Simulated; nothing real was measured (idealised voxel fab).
Title: Process Module voxel self aligned contacts
Cross-sectional view cut (width: 255 nm; square cell size: 5 nm).
If you're reading a cross-section in this doc, picture square cells in a grid; it comes to you as bands, top ones listed first down to the bottom, and a band can be one or more rows of cells. The entry gives the band's vertical extent as a top height and a bottom height in nm, then its horizontal make-up as materials from left to right, each with a width in nm. "air" stands for empty space; a single material marked "edge to edge" fills the band edge to edge. Height is counted from the level 0, under which the received wafer is composed throughout of one material. The lowest of the bands is not closed at the bottom but continues downward, in the notation "0..down". Top row gets the first number, bottom row gets the second, and each row in between changes by the same step: that is how a band width like "30..40" works. When a step is marked "no alterations made", none of the cells in the cross-section changed during that step. In the "Fully sealed voids" entry, you get each enclosed empty space of 8 cells or more, one with no open way to the top, written width x height at distance, distance from the left edge, in nm. What comes after the settings on a step's line is commentary from the simulator itself on that step. The optional step-line setting "overlay nm" applies to steps with a mask and quantifies how far to the right of its planned location the mask lay, a negative value indicating leftward placement.

### Intended process steps
1) RECEIVE | material Si
2) CONFORMAL_DEP | material SiO2 | thk nm 5
3) DIRECTIONAL_DEP | material polySi | thk nm 30
4) DIRECTIONAL_DEP | material SiN | thk nm 25
5) DIRECTIONAL_DEP | material aC | thk nm 15
6) PATTERN | tone cover | mask id GATE | material resist | width nm 35 | pitch nm 75 | thk nm 35 | overlay nm 0
7) DIRECTIONAL_ETCH | etch materials aC | depth nm 15
8) STRIP | etch materials resist
9) DIRECTIONAL_ETCH | etch materials SiN | depth nm 25
10) DIRECTIONAL_ETCH | etch materials polySi | depth nm 30
11) STRIP | etch materials aC
12) CONFORMAL_DEP | material SiN | thk nm 10
13) DIRECTIONAL_ETCH | etch materials SiN | depth nm 10
14) FILL_DEP | material SiO2 | thk nm 15
15) CMP | height nm 70
16) MASKED_ETCH | tone open | mask id CONTACT | width nm 60 | etch materials SiO2 | depth nm 70 | overlay nm 0
17) CONFORMAL_DEP | material TiN | thk nm 5
18) FILL_DEP | material W | thk nm 10
19) CMP | height nm 70
20) CONFORMAL_DEP | material SiN | thk nm 5
What sets these wafers apart? The thk nm at step 2. They all start alike, and the plan carries the first wafer's value.

### Received wafers, first of several: cross-section after step 1
0..down  Si edge to edge
Fully sealed voids: none

### Basically each wafer gets a line in the table, showing it at the end of the module: material by material, the cells it gained (+) or lost (-) since we got it, then its closed voids
thk nm 5; +209 SiN; +400 SiO2; +38 TiN; +34 W; +84 polySi; Fully sealed voids: none
thk nm 10; +209 SiN; +408 SiO2; +38 TiN; +26 W; +84 polySi; Fully sealed voids: none
thk nm 15; +209 SiN; +416 SiO2; +30 TiN; +26 W; +84 polySi; Fully sealed voids: none
thk nm 20; +187 SiN; +438 SiO2; +30 TiN; +26 W; +84 polySi; Fully sealed voids: none
